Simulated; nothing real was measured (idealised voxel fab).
This section sets out a process module, namely voxel trench capacitor.
The width of the displayed cross-section, cut, is 195 nm; its cells are square, with a size of 5 nm.
Cross-section layout: square cells on a grid; listed as bands, top to bottom; a band spans one or more cell rows. Band: top height; bottom height; in nm. Then, left to right: material with width in nm, for each material. "throughout": a single material spanning edge to edge. "air": empty space. We count height from 0. Below that, the starting wafer is all one material. The lowest band never ends at the bottom but goes on down; see "0 -> down" for how that is written. You'd read "30..40" like this: the band's top row of cells is as wide as the first number, its bottom row is as wide as the second, and going down, every row changes width by the same amount as the row before did. Any step labelled "everything unchanged" changed none of the cells in the cross-section. "Sealed voids": sealed empty spaces, 8 cells or more, no open way to top, listed width x height at distance, with distance from the left edge and width, height and distance in nm. Read whatever lies past the settings on a step's line as the simulator's own remark about the step. On any step carrying a mask, the "overlay nm" setting, if present on the step's line, tells how far right of its planned place the mask lay; negative values point to the left.

[The planned process steps are enumerated hereunder]
| 1 | RECEIVE [material Si] |
| 2 | CONFORMAL_DEP [material SiN] [thk nm 10] |
| 3 | PATTERN [tone open] [mask id TRENCH] [material resist] [width nm 25] [pitch nm 45] [thk nm 15] [overlay nm 0] |
| 4 | DIRECTIONAL_ETCH [etch materials SiN] [depth nm 10] |
| 5 | DIRECTIONAL_ETCH [etch materials Si] [depth nm 30] |
| 6 | STRIP [etch materials resist] |
| 7 | CONFORMAL_DEP [material Al2O3] [thk nm 5] |
| 8 | CONFORMAL_DEP [material TiN] [thk nm 5] |
| 9 | FILL_DEP [material W] [thk nm 5] |
| 10 | CMP [height nm 10] |

[Cross-section of the wafer upon arrival, representing the state reached after step 1]
- 0 -> down: Si throughout
- Sealed voids: none

[Wafer cross-section at end of module: start and plan as shown above, one execution error]
- 10 -> 0: 30 nm W / 5 nm TiN / 5 nm Al2O3 / 25 nm SiN / 5 nm Al2O3 / 10 nm TiN / 5 nm Al2O3 / 25 nm SiN / 5 nm Al2O3 / 10 nm TiN / 5 nm Al2O3 / 25 nm SiN / 5 nm Al2O3 / 5 nm TiN / 30 nm W
- 0 -> -20: 30 nm W / 5 nm TiN / 5 nm Al2O3 / 25 nm Si / 5 nm Al2O3 / 10 nm TiN / 5 nm Al2O3 / 25 nm Si / 5 nm Al2O3 / 10 nm TiN / 5 nm Al2O3 / 25 nm Si / 5 nm Al2O3 / 5 nm TiN / 30 nm W
- -20 -> -25: 35 nm TiN / 5 nm Al2O3 / 25 nm Si / 5 nm Al2O3 / 10 nm TiN / 5 nm Al2O3 / 25 nm Si / 5 nm Al2O3 / 10 nm TiN / 5 nm Al2O3 / 25 nm Si / 5 nm Al2O3 / 35 nm TiN
- -25 -> -30: 40 nm Al2O3 / 25 nm Si / 20 nm Al2O3 / 25 nm Si / 20 nm Al2O3 / 25 nm Si / 40 nm Al2O3
- -30 -> down: Si throughout
- Sealed voids: none
Heads up, the wafer didn't run the way we planned it: step 3 ran differently from the plan; actual operation with settings: PATTERN [tone cover] [mask id TRENCH] [material resist] [width nm 25] [pitch nm 45] [thk nm 15] [overlay nm 0]
